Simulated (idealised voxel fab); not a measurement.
This is a process module. Its name is voxel spacer lines.
The cross-section on display is named cut; it measures 205 nm wide, and its cells are 5 nm squares.
Bands, listed from the top down, are how a cross-section gets written in this document; the cross-section itself is a grid of square cells, and a band is one or more rows of them. Quick guide to a band line: top height, bottom height (nm) up front; then every material left to right with its width in nm. Only one material and it's marked "all across"? Then it fills the band edge to edge. And "empty" just means empty space. Below 0: as-received wafer, all one material; heights counted from there. Lowest band: no bottom, goes on down, written "from 0 down". So if you see something like "30 to 40" for the width, read it as the top row of the band sitting at the first number and the bottom row at the second, with every row in between moving by the same amount as the last. You'll sometimes find "same as before" written for a step, and that's the way of saying that nowhere in the cross-section did a cell change during that step. "Enclosed voids" specifies each empty space that is not open to the top and that occupies no fewer than 8 cells, using the form width x height at distance, the distance measured from the left edge and all three quantities in nm. Read whatever lies past the settings on a step's line as the simulator's own remark about the step. Among the settings permitted on a step's line is "overlay nm"; applied to a step with a mask, it specifies the extent to which the mask lay to the right of its planned position, whereas a negative figure signifies a position to the left.

Process steps foreseen in the plan:
1 op RECEIVE | material Si
2 op CONFORMAL_DEP | material Al2O3 | thk nm 10
3 op DIRECTIONAL_DEP | material W | thk nm 15
4 op DIRECTIONAL_DEP | material aC | thk nm 20
5 op PATTERN | tone cover | mask id MANDREL | material resist | width nm 15 | pitch nm 50 | thk nm 25 | overlay nm -15
6 op DIRECTIONAL_ETCH | etch materials aC | depth nm 20
7 op STRIP | etch materials resist
8 op CONFORMAL_DEP | material SiO2 | thk nm 10
9 op DIRECTIONAL_ETCH | etch materials SiO2 | depth nm 10
10 op STRIP | etch materials aC
11 op DIRECTIONAL_ETCH | etch materials W | depth nm 15
12 op STRIP | etch materials SiO2
13 op FILL_DEP | material SiO2 | thk nm 10
14 op CMP | height nm 25
Across this set of wafers, the varied parameter is the overlay nm of step 5. Starting conditions are identical for every wafer, and the plan reports the value assigned to the first wafer.

First of several wafers, received after step 1, in cross-section:
* from 0 down | Si all across
* Enclosed voids: none

Here is how to read the rows: every wafer has a row, and it shows the wafer at the end of the module, giving for each material how many cells were gained (+) or lost (-) since the wafer was received, then listing its closed voids:
overlay nm -15, +82 Al2O3, +99 SiO2, +24 W, Enclosed voids: none
overlay nm -10, +82 Al2O3, +99 SiO2, +24 W, Enclosed voids: none
overlay nm -5, +82 Al2O3, +99 SiO2, +24 W, Enclosed voids: none
overlay nm 0, +82 Al2O3, +99 SiO2, +24 W, Enclosed voids: none
overlay nm 5, +82 Al2O3, +99 SiO2, +24 W, Enclosed voids: none
overlay nm 10, +82 Al2O3, +99 SiO2, +24 W, Enclosed voids: none
overlay nm 15, +82 Al2O3, +99 SiO2, +24 W, Enclosed voids: none
